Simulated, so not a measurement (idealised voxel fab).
process module | voxel capacitor over wiring
cross-section cut | 280 nm wide | cells 5 nm
A cross-section is a grid of square cells, given in bands from the top down. A band is one or more rows of cells.
Each band's line starts with the height of the band's top and of its bottom, in nm. Then come its materials from left to right, each with its width in nm. One material with "throughout" fills the band from edge to edge. "air" is empty space.
Height 0 is the level under which the wafer as received is all one material. The lowest band goes on downwards, as in "0 down".
A width such as "30 to 40" changes by the same amount from each row of cells to the next, from the band's top row to its bottom row.
"no change" after a step means that no cell of the cross-section changed.
closed voids: empty space of 8 cells or more with no open way to the top, each as width x height at its distance from the left edge, in nm
after a step's settings: what the simulator itself notes on the step
overlay nm, on a step with a mask: how far to the right of its planned place the mask lay; to the left if negative
plan
1 op RECEIVE | material Si
2 op CONFORMAL_DEP | material SiO2 | thk nm 15
3 op DIRECTIONAL_DEP | material TiN | thk nm 5
4 op DIRECTIONAL_DEP | material W | thk nm 15
5 op PATTERN | tone cover | mask id METAL_1 | material resist | width nm 30 | pitch nm 100 | thk nm 20 | overlay nm 0
6 op DIRECTIONAL_ETCH | etch materials W | depth nm 15
7 op DIRECTIONAL_ETCH | etch materials TiN | depth nm 5
8 op STRIP | etch materials resist
9 op FILL_DEP | material lowk | thk nm 5
10 op CMP | height nm 35
11 op CONFORMAL_DEP | material SiCN | thk nm 5
12 op DIRECTIONAL_DEP | material lowk | thk nm 20
13 op DIRECTIONAL_DEP | material aC | thk nm 10
14 op PATTERN | tone open | mask id PLUG_1 | material resist | width nm 15 | thk nm 30 | overlay nm 0
15 op DIRECTIONAL_ETCH | etch materials aC | depth nm 10
16 op STRIP | etch materials resist
17 op DIRECTIONAL_ETCH | etch materials lowk | depth nm 20
18 op DIRECTIONAL_ETCH | etch materials SiCN | depth nm 5
19 op STRIP | etch materials aC
20 op EPI | material Ru | thk nm 10
21 op EPI | material Ru | thk nm 10
22 op EPI | material Ru | thk nm 5
23 op DIRECTIONAL_DEP | material TiN | thk nm 5
24 op DIRECTIONAL_DEP | material HfO2 | thk nm 5
25 op DIRECTIONAL_DEP | material TiN | thk nm 10
26 op MASKED_ETCH | tone cover | mask id UPPER_PLATE | width nm 75 | etch materials TiN | depth nm 10 | overlay nm 0
27 op MASKED_ETCH | tone cover | mask id UPPER_PLATE | width nm 75 | etch materials HfO2 | depth nm 5 | overlay nm 0
28 op DIRECTIONAL_DEP | material aC | thk nm 10
29 op PATTERN | tone cover | mask id LOWER_PLATE | material resist | width nm 85 | thk nm 30 | overlay nm 0
30 op DIRECTIONAL_ETCH | etch materials aC | depth nm 10
31 op STRIP | etch materials resist
32 op DIRECTIONAL_ETCH | etch materials TiN | depth nm 5
33 op STRIP | etch materials aC
34 op FILL_DEP | material SiO2 | thk nm 20
35 op CMP | height nm 95
36 op DIRECTIONAL_DEP | material aC | thk nm 15
37 op PATTERN | tone open | mask id PLUG_2 | material resist | width nm 15 | thk nm 30 | overlay nm 0
38 op DIRECTIONAL_ETCH | etch materials aC | depth nm 15
39 op STRIP | etch materials resist
40 op DIRECTIONAL_ETCH | etch materials SiO2 | depth nm 15
41 op STRIP | etch materials aC
42 op CONFORMAL_DEP | material TiN | thk nm 5
43 op FILL_DEP | material Ru | thk nm 5
44 op CMP | height nm 95
45 op CONFORMAL_DEP | material SiCN | thk nm 5
as received, after step 1
  0 down: Si throughout
  closed voids: none
first wafer at the end, as planned
  100 to 95: SiCN throughout
  95 to 85: SiO2 100 | TiN 5 | Ru 5 | TiN 5 | SiO2 165
  85 to 80: SiO2 100 | TiN 15 | SiO2 165
  80 to 70: SiO2 90 | TiN 75 | SiO2 115
  70 to 65: SiO2 90 | HfO2 75 | SiO2 115
  65 to 60: SiO2 85 | TiN 85 | SiO2 110
  60 to 40: lowk 90 | Ru 15 | lowk 175
  40 to 35: SiCN 90 | Ru 15 | SiCN 175
  35 to 20: lowk 75 | W 30 | lowk 70 | W 30 | lowk 75
  20 to 15: lowk 75 | TiN 30 | lowk 70 | TiN 30 | lowk 75
  15 to 0: SiO2 throughout
  0 down: Si throughout
  closed voids: none
second wafer at the end: like start, like plan, one mistake
  100 to 95: SiCN throughout
  95 to 85: SiO2 100 | TiN 5 | Ru 5 | TiN 5 | SiO2 165
  85 to 80: SiO2 100 | TiN 15 | SiO2 165
  80 to 70: SiO2 105 | TiN 60 | SiO2 115
  70 to 65: SiO2 105 | HfO2 60 | SiO2 115
  65 to 60: SiO2 85 | TiN 85 | SiO2 110
  60 to 55: lowk 90 | TiN 15 | lowk 175
  55 to 50: lowk 90 | HfO2 15 | lowk 175
  50 to 45: lowk 90 | TiN 15 | lowk 175
  45 to 40: lowk throughout
  40 to 35: SiCN throughout
  35 to 20: lowk 75 | W 30 | lowk 70 | W 30 | lowk 75
  20 to 15: lowk 75 | TiN 30 | lowk 70 | TiN 30 | lowk 75
  15 to 0: SiO2 throughout
  0 down: Si throughout
  closed voids: none
what went wrong: step 17 ran as: op DIRECTIONAL_ETCH | etch materials lowk | depth nm 15
at the end the second wafer has, in cells: 15 fewer of Ru | 3 more of SiCN | 9 more of SiO2 | 3 more of lowk
